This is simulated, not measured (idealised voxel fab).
process module | voxel wiring stack
cross-section cut | 220 nm wide | cells 5 nm
A cross-section is a grid of square cells, given in bands from the top down. A band is one or more rows of cells.
Each band's line starts with the height of the band's top and of its bottom, in nm. Then come its materials from left to right, each with its width in nm. One material with "throughout" fills the band from edge to edge. "air" is empty space.
Height 0 is the level under which the wafer as received is all one material. The lowest band goes on downwards, as in "0 down".
A width such as "30 to 40" changes by the same amount from each row of cells to the next, from the band's top row to its bottom row.
"no change" after a step means that no cell of the cross-section changed.
closed voids: empty space of 8 cells or more with no open way to the top, each as width x height at its distance from the left edge, in nm
after a step's settings: what the simulator itself notes on the step
overlay nm, on a step with a mask: how far to the right of its planned place the mask lay; to the left if negative
Each pair below shows a cross-section before one step and the cross-section after it, down to the lowest band that changed. The line under each pair gives the step between them, with its settings. The pairs can come from different runs of this module on the same starting wafer, so a pair continues from the pair above only where its "before" says so.
before
  115 to 85: resist 25 | air 15 | resist 30 | air 15 | resist 30 | air 15 | resist 30 | air 15 | resist 45
  85 to 75: aC 25 | air 15 | resist 15 | aC 15 | air 15 | resist 15 | aC 15 | air 15 | resist 15 | aC 15 | air 15 | resist 15 | aC 30
  75 to 65: SiO2 25 | air 15 | resist 15 | SiO2 15 | air 15 | resist 15 | SiO2 15 | air 15 | resist 15 | SiO2 15 | air 15 | resist 15 | SiO2 30
  65 to 55: SiO2 25 | aC 30 | SiO2 15 | aC 30 | SiO2 15 | aC 30 | SiO2 15 | aC 30 | SiO2 30
  55 to 45: SiO2 throughout
  45 to 40: SiCN throughout
  40 to 35: Ru 30 | SiCN 20 | Ru 25 | SiCN 20 | Ru 25 | SiCN 20 | Ru 25 | SiCN 20 | Ru 35
  35 to 20: Cu 20 | TiN 5 | SiO2 30 | TiN 5 | Cu 5 | TiN 5 | SiO2 30 | TiN 5 | Cu 5 | TiN 5 | SiO2 30 | TiN 5 | Cu 5 | TiN 5 | SiO2 30 | TiN 5 | Cu 25
  20 to 15: TiN 25 | SiN 30 | TiN 15 | SiN 30 | TiN 15 | SiN 30 | TiN 15 | SiN 30 | TiN 30
  15 to 0: SiO2 throughout
  0 down: Si throughout
  closed voids: none
after
  105 to 85: resist 25 | air 15 | resist 30 | air 15 | resist 30 | air 15 | resist 30 | air 15 | resist 45
  85 to 75: aC 25 | air 15 | resist 15 | aC 15 | air 15 | resist 15 | aC 15 | air 15 | resist 15 | aC 15 | air 15 | resist 15 | aC 30
  75 to 65: SiO2 25 | air 15 | resist 15 | SiO2 15 | air 15 | resist 15 | SiO2 15 | air 15 | resist 15 | SiO2 15 | air 15 | resist 15 | SiO2 30
  65 to 55: SiO2 25 | air 15 | aC 15 | SiO2 15 | air 15 | aC 15 | SiO2 15 | air 15 | aC 15 | SiO2 15 | air 15 | aC 15 | SiO2 30
  below 55: unchanged
  closed voids: none
the step between: op DIRECTIONAL_ETCH | etch materials aC | depth nm 10
before: the cross-section after the pair above
after
  85 to 75: aC 25 | air 30 | aC 15 | air 30 | aC 15 | air 30 | aC 15 | air 30 | aC 30
  75 to 65: SiO2 25 | air 30 | SiO2 15 | air 30 | SiO2 15 | air 30 | SiO2 15 | air 30 | SiO2 30
  below 65: unchanged
  closed voids: none
the step between: op STRIP | etch materials resist
before: the cross-section after the pair above
after
  85 to 75: aC 25 | air 30 | aC 15 | air 30 | aC 15 | air 30 | aC 15 | air 30 | aC 30
  75 to 65: SiO2 25 | air 30 | SiO2 15 | air 30 | SiO2 15 | air 30 | SiO2 15 | air 30 | SiO2 30
  65 to 55: SiO2 25 | air 15 | aC 15 | SiO2 15 | air 15 | aC 15 | SiO2 15 | air 15 | aC 15 | SiO2 15 | air 15 | aC 15 | SiO2 30
  55 to 45: SiO2 25 | air 15 | SiO2 30 | air 15 | SiO2 30 | air 15 | SiO2 30 | air 15 | SiO2 45
  below 45: unchanged
  closed voids: none
the step between: op DIRECTIONAL_ETCH | etch materials SiO2 | depth nm 10
before: the cross-section after the pair above
after
  85 to 75: aC 25 | air 30 | aC 15 | air 30 | aC 15 | air 30 | aC 15 | air 30 | aC 30
  75 to 65: SiO2 25 | air 30 | SiO2 15 | air 30 | SiO2 15 | air 30 | SiO2 15 | air 30 | SiO2 30
  65 to 55: SiO2 25 | air 15 | aC 15 | SiO2 15 | air 15 | aC 15 | SiO2 15 | air 15 | aC 15 | SiO2 15 | air 15 | aC 15 | SiO2 30
  55 to 45: SiO2 25 | air 15 | SiO2 30 | air 15 | SiO2 30 | air 15 | SiO2 30 | air 15 | SiO2 45
  45 to 40: SiCN 25 | air 15 | SiCN 30 | air 15 | SiCN 30 | air 15 | SiCN 30 | air 15 | SiCN 45
  below 40: unchanged
  closed voids: none
the step between: op DIRECTIONAL_ETCH | etch materials SiCN | depth nm 5
before: the cross-section after the pair above
after
  75 to 55: SiO2 25 | air 30 | SiO2 15 | air 30 | SiO2 15 | air 30 | SiO2 15 | air 30 | SiO2 30
  below 55: unchanged
  closed voids: none
the step between: op STRIP | etch materials aC
before: the cross-section after the pair above
after
  80 to 75: TiN 30 | air 20 | TiN 25 | air 20 | TiN 25 | air 20 | TiN 25 | air 20 | TiN 35
  75 to 60: SiO2 25 | TiN 5 | air 20 | TiN 5 | SiO2 15 | TiN 5 | air 20 | TiN 5 | SiO2 15 | TiN 5 | air 20 | TiN 5 | SiO2 15 | TiN 5 | air 20 | TiN 5 | SiO2 30
  60 to 55: SiO2 25 | TiN 5 | air 5 | TiN 20 | SiO2 15 | TiN 5 | air 5 | TiN 20 | SiO2 15 | TiN 5 | air 5 | TiN 20 | SiO2 15 | TiN 5 | air 5 | TiN 20 | SiO2 30
  55 to 45: SiO2 25 | TiN 5 | air 5 | TiN 5 | SiO2 30 | TiN 5 | air 5 | TiN 5 | SiO2 30 | TiN 5 | air 5 | TiN 5 | SiO2 30 | TiN 5 | air 5 | TiN 5 | SiO2 45
  45 to 40: SiCN 25 | TiN 15 | SiCN 30 | TiN 15 | SiCN 30 | TiN 15 | SiCN 30 | TiN 15 | SiCN 45
  below 40: unchanged
  closed voids: none
the step between: op CONFORMAL_DEP | material TiN | thk nm 5
before: the cross-section after the pair above
after
  85 to 80: Cu throughout
  80 to 75: TiN 30 | Cu 20 | TiN 25 | Cu 20 | TiN 25 | Cu 20 | TiN 25 | Cu 20 | TiN 35
  75 to 60: SiO2 25 | TiN 5 | Cu 20 | TiN 5 | SiO2 15 | TiN 5 | Cu 20 | TiN 5 | SiO2 15 | TiN 5 | Cu 20 | TiN 5 | SiO2 15 | TiN 5 | Cu 20 | TiN 5 | SiO2 30
  60 to 55: SiO2 25 | TiN 5 | Cu 5 | TiN 20 | SiO2 15 | TiN 5 | Cu 5 | TiN 20 | SiO2 15 | TiN 5 | Cu 5 | TiN 20 | SiO2 15 | TiN 5 | Cu 5 | TiN 20 | SiO2 30
  55 to 45: SiO2 25 | TiN 5 | Cu 5 | TiN 5 | SiO2 30 | TiN 5 | Cu 5 | TiN 5 | SiO2 30 | TiN 5 | Cu 5 | TiN 5 | SiO2 30 | TiN 5 | Cu 5 | TiN 5 | SiO2 45
  below 45: unchanged
  closed voids: none
the step between: op FILL_DEP | material Cu | thk nm 5
before: the cross-section after the pair above
after
  75 to 60: SiO2 25 | TiN 5 | Cu 20 | TiN 5 | SiO2 15 | TiN 5 | Cu 20 | TiN 5 | SiO2 15 | TiN 5 | Cu 20 | TiN 5 | SiO2 15 | TiN 5 | Cu 20 | TiN 5 | SiO2 30
  below 60: unchanged
  closed voids: none
the step between: op CMP | height nm 75
before: the cross-section after the pair above
after
  80 to 75: SiCN throughout
  below 75: unchanged
  closed voids: none
the step between: op CONFORMAL_DEP | material SiCN | thk nm 5
before: the cross-section after the pair above
after
  110 to 80: lowk throughout
  below 80: unchanged
  closed voids: none
the step between: op DIRECTIONAL_DEP | material lowk | thk nm 30
before: the cross-section after the pair above
after
  120 to 110: aC throughout
  below 110: unchanged
  closed voids: none
the step between: op DIRECTIONAL_DEP | material aC | thk nm 10
before: the cross-section after the pair above
after
  145 to 120: resist 25 | air 15 | resist 75 | air 15 | resist 90
  below 120: unchanged
  closed voids: none
the step between: op PATTERN | tone open | mask id METAL_3_HOLES | material resist | width nm 15 | pitch nm 90 | thk nm 25 | overlay nm 0
before: the cross-section after the pair above
after
  135 to 120: resist 25 | air 15 | resist 75 | air 15 | resist 90
  120 to 110: aC 25 | air 15 | aC 75 | air 15 | aC 90
  below 110: unchanged
  closed voids: none
the step between: op DIRECTIONAL_ETCH | etch materials aC | depth nm 10
before: the cross-section after the pair above
after
  120 to 110: aC 25 | air 15 | aC 75 | air 15 | aC 90
  below 110: unchanged
  closed voids: none
the step between: op STRIP | etch materials resist
before: the cross-section after the pair above
after
  120 to 110: aC 25 | air 15 | aC 75 | air 15 | aC 90
  110 to 80: lowk 25 | air 15 | lowk 75 | air 15 | lowk 90
  below 80: unchanged
  closed voids: none
the step between: op DIRECTIONAL_ETCH | etch materials lowk | depth nm 30
before: the cross-section after the pair above
after
  110 to 80: lowk 25 | air 15 | lowk 75 | air 15 | lowk 90
  below 80: unchanged
  closed voids: none
the step between: op STRIP | etch materials aC
before: the cross-section after the pair above
after
  130 to 110: resist 25 | air 30 | resist 15 | air 30 | resist 15 | air 30 | resist 15 | air 30 | resist 30
  below 110: unchanged
  closed voids: none
the step between: op PATTERN | tone open | mask id METAL_3 | material resist | width nm 30 | pitch nm 45 | thk nm 20 | overlay nm 0
before: the cross-section after the pair above
after
  130 to 110: resist 25 | air 30 | resist 15 | air 30 | resist 15 | air 30 | resist 15 | air 30 | resist 30
  110 to 90: lowk 25 | air 30 | lowk 15 | air 30 | lowk 15 | air 30 | lowk 15 | air 30 | lowk 30
  below 90: unchanged
  closed voids: none
the step between: op DIRECTIONAL_ETCH | etch materials lowk | depth nm 20
before: the cross-section after the pair above
after
  130 to 110: resist 25 | air 30 | resist 15 | air 30 | resist 15 | air 30 | resist 15 | air 30 | resist 30
  110 to 90: lowk 25 | air 30 | lowk 15 | air 30 | lowk 15 | air 30 | lowk 15 | air 30 | lowk 30
  90 to 80: lowk 25 | air 15 | lowk 75 | air 15 | lowk 90
  80 to 75: SiCN 25 | air 15 | SiCN 75 | air 15 | SiCN 90
  below 75: unchanged
  closed voids: none
the step between: op DIRECTIONAL_ETCH | etch materials SiCN | depth nm 5
before: the cross-section after the pair above
after
  110 to 90: lowk 25 | air 30 | lowk 15 | air 30 | lowk 15 | air 30 | lowk 15 | air 30 | lowk 30
  below 90: unchanged
  closed voids: none
the step between: op STRIP | etch materials resist
before: the cross-section after the pair above
after
  115 to 110: TiN 30 | air 20 | TiN 25 | air 20 | TiN 25 | air 20 | TiN 25 | air 20 | TiN 35
  110 to 95: lowk 25 | TiN 5 | air 20 | TiN 5 | lowk 15 | TiN 5 | air 20 | TiN 5 | lowk 15 | TiN 5 | air 20 | TiN 5 | lowk 15 | TiN 5 | air 20 | TiN 5 | lowk 30
  95 to 90: lowk 25 | TiN 5 | air 5 | TiN 20 | lowk 15 | TiN 30 | lowk 15 | TiN 5 | air 5 | TiN 20 | lowk 15 | TiN 30 | lowk 30
  90 to 80: lowk 25 | TiN 5 | air 5 | TiN 5 | lowk 75 | TiN 5 | air 5 | TiN 5 | lowk 90
  80 to 75: SiCN 25 | TiN 15 | SiCN 75 | TiN 15 | SiCN 90
  below 75: unchanged
  closed voids: none
the step between: op CONFORMAL_DEP | material TiN | thk nm 5
before: the cross-section after the pair above
after
  120 to 115: Ru throughout
  115 to 110: TiN 30 | Ru 20 | TiN 25 | Ru 20 | TiN 25 | Ru 20 | TiN 25 | Ru 20 | TiN 35
  110 to 95: lowk 25 | TiN 5 | Ru 20 | TiN 5 | lowk 15 | TiN 5 | Ru 20 | TiN 5 | lowk 15 | TiN 5 | Ru 20 | TiN 5 | lowk 15 | TiN 5 | Ru 20 | TiN 5 | lowk 30
  95 to 90: lowk 25 | TiN 5 | Ru 5 | TiN 20 | lowk 15 | TiN 30 | lowk 15 | TiN 5 | Ru 5 | TiN 20 | lowk 15 | TiN 30 | lowk 30
  90 to 80: lowk 25 | TiN 5 | Ru 5 | TiN 5 | lowk 75 | TiN 5 | Ru 5 | TiN 5 | lowk 90
  below 80: unchanged
  closed voids: none
the step between: op FILL_DEP | material Ru | thk nm 5
before: the cross-section after the pair above
after
  110 to 95: lowk 25 | TiN 5 | Ru 20 | TiN 5 | lowk 15 | TiN 5 | Ru 20 | TiN 5 | lowk 15 | TiN 5 | Ru 20 | TiN 5 | lowk 15 | TiN 5 | Ru 20 | TiN 5 | lowk 30
  below 95: unchanged
  closed voids: none
the step between: op CMP | height nm 110
before: the cross-section after the pair above
after
  115 to 110: SiCN throughout
  below 110: unchanged
  closed voids: none
the step between: op CONFORMAL_DEP | material SiCN | thk nm 5
before: the cross-section after the pair above
after
  130 to 115: lowk throughout
  below 115: unchanged
  closed voids: none
the step between: op DIRECTIONAL_DEP | material lowk | thk nm 15
before: the cross-section after the pair above
after
  145 to 130: aC throughout
  below 130: unchanged
  closed voids: none
the step between: op DIRECTIONAL_DEP | material aC | thk nm 15
before: the cross-section after the pair above
after
  175 to 145: resist 25 | air 15 | resist 30 | air 15 | resist 30 | air 15 | resist 30 | air 15 | resist 45
  below 145: unchanged
  closed voids: none
the step between: op PATTERN | tone open | mask id PLUG_3 | material resist | width nm 15 | pitch nm 45 | thk nm 30 | overlay nm 0
before: the cross-section after the pair above
after
  160 to 145: resist 25 | air 15 | resist 30 | air 15 | resist 30 | air 15 | resist 30 | air 15 | resist 45
  145 to 130: aC 25 | air 15 | aC 30 | air 15 | aC 30 | air 15 | aC 30 | air 15 | aC 45
  below 130: unchanged
  closed voids: none
the step between: op DIRECTIONAL_ETCH | etch materials aC | depth nm 15
before: the cross-section after the pair above
after
  145 to 130: aC 25 | air 15 | aC 30 | air 15 | aC 30 | air 15 | aC 30 | air 15 | aC 45
  below 130: unchanged
  closed voids: none
the step between: op STRIP | etch materials resist
before: the cross-section after the pair above
after
  145 to 130: aC 25 | air 15 | aC 30 | air 15 | aC 30 | air 15 | aC 30 | air 15 | aC 45
  130 to 115: lowk 25 | air 15 | lowk 30 | air 15 | lowk 30 | air 15 | lowk 30 | air 15 | lowk 45
  below 115: unchanged
  closed voids: none
the step between: op DIRECTIONAL_ETCH | etch materials lowk | depth nm 15
before: the cross-section after the pair above
after
  145 to 130: aC 25 | air 15 | aC 30 | air 15 | aC 30 | air 15 | aC 30 | air 15 | aC 45
  130 to 115: lowk 25 | air 15 | lowk 30 | air 15 | lowk 30 | air 15 | lowk 30 | air 15 | lowk 45
  115 to 110: SiCN 25 | air 15 | SiCN 30 | air 15 | SiCN 30 | air 15 | SiCN 30 | air 15 | SiCN 45
  below 110: unchanged
  closed voids: none
the step between: op DIRECTIONAL_ETCH | etch materials SiCN | depth nm 5
before: the cross-section after the pair above
after
  130 to 115: lowk 25 | air 15 | lowk 30 | air 15 | lowk 30 | air 15 | lowk 30 | air 15 | lowk 45
  below 115: unchanged
  closed voids: none
the step between: op STRIP | etch materials aC
before: the cross-section after the pair above
after
  135 to 130: TiN 30 | air 5 | TiN 40 | air 5 | TiN 40 | air 5 | TiN 40 | air 5 | TiN 50
  130 to 115: lowk 25 | TiN 5 | air 5 | TiN 5 | lowk 30 | TiN 5 | air 5 | TiN 5 | lowk 30 | TiN 5 | air 5 | TiN 5 | lowk 30 | TiN 5 | air 5 | TiN 5 | lowk 45
  115 to 110: SiCN 25 | TiN 15 | SiCN 30 | TiN 15 | SiCN 30 | TiN 15 | SiCN 30 | TiN 15 | SiCN 45
  below 110: unchanged
  closed voids: none
the step between: op CONFORMAL_DEP | material TiN | thk nm 5
before: the cross-section after the pair above
after
  140 to 135: W throughout
  135 to 130: TiN 30 | W 5 | TiN 40 | W 5 | TiN 40 | W 5 | TiN 40 | W 5 | TiN 50
  130 to 115: lowk 25 | TiN 5 | W 5 | TiN 5 | lowk 30 | TiN 5 | W 5 | TiN 5 | lowk 30 | TiN 5 | W 5 | TiN 5 | lowk 30 | TiN 5 | W 5 | TiN 5 | lowk 45
  below 115: unchanged
  closed voids: none
the step between: op FILL_DEP | material W | thk nm 5
before: the cross-section after the pair above
after
  130 to 115: lowk 25 | TiN 5 | W 5 | TiN 5 | lowk 30 | TiN 5 | W 5 | TiN 5 | lowk 30 | TiN 5 | W 5 | TiN 5 | lowk 30 | TiN 5 | W 5 | TiN 5 | lowk 45
  below 115: unchanged
  closed voids: none
the step between: op CMP | height nm 130
before: the cross-section after the pair above
after
  135 to 130: TiN throughout
  below 130: unchanged
  closed voids: none
the step between: op DIRECTIONAL_DEP | material TiN | thk nm 5
before: the cross-section after the pair above
after
  160 to 135: W throughout
  below 135: unchanged
  closed voids: none
the step between: op DIRECTIONAL_DEP | material W | thk nm 25
before: the cross-section after the pair above
after
  175 to 160: air 25 | resist 30 | air 15 | resist 30 | air 15 | resist 30 | air 15 | resist 30 | air 30
  below 160: unchanged
  closed voids: none
the step between: op PATTERN | tone cover | mask id METAL_4 | material resist | width nm 30 | pitch nm 45 | thk nm 15 | overlay nm 0
before: the cross-section after the pair above
after
  175 to 160: air 25 | resist 30 | air 15 | resist 30 | air 15 | resist 30 | air 15 | resist 30 | air 30
  160 to 135: air 25 | W 30 | air 15 | W 30 | air 15 | W 30 | air 15 | W 30 | air 30
  below 135: unchanged
  closed voids: none
the step between: op DIRECTIONAL_ETCH | etch materials W | depth nm 25
before: the cross-section after the pair above
after
  175 to 160: air 25 | resist 30 | air 15 | resist 30 | air 15 | resist 30 | air 15 | resist 30 | air 30
  160 to 135: air 25 | W 30 | air 15 | W 30 | air 15 | W 30 | air 15 | W 30 | air 30
  135 to 130: air 25 | TiN 30 | air 15 | TiN 30 | air 15 | TiN 30 | air 15 | TiN 30 | air 30
  below 130: unchanged
  closed voids: none
the step between: op DIRECTIONAL_ETCH | etch materials TiN | depth nm 5
before: the cross-section after the pair above
after
  160 to 135: air 25 | W 30 | air 15 | W 30 | air 15 | W 30 | air 15 | W 30 | air 30
  below 135: unchanged
  closed voids: none
the step between: op STRIP | etch materials resist
before: the cross-section after the pair above
after
  170 to 160: SiO2 throughout
  160 to 135: SiO2 25 | W 30 | SiO2 15 | W 30 | SiO2 15 | W 30 | SiO2 15 | W 30 | SiO2 30
  135 to 130: SiO2 25 | TiN 30 | SiO2 15 | TiN 30 | SiO2 15 | TiN 30 | SiO2 15 | TiN 30 | SiO2 30
  below 130: unchanged
  closed voids: none
the step between: op FILL_DEP | material SiO2 | thk nm 10
before: the cross-section after the pair above
after
  160 to 135: SiO2 25 | W 30 | SiO2 15 | W 30 | SiO2 15 | W 30 | SiO2 15 | W 30 | SiO2 30
  below 135: unchanged
  closed voids: none
the step between: op CMP | height nm 160
before: the cross-section after the pair above
after
  165 to 160: SiN throughout
  below 160: unchanged
  closed voids: none
the step between: op CONFORMAL_DEP | material SiN | thk nm 5
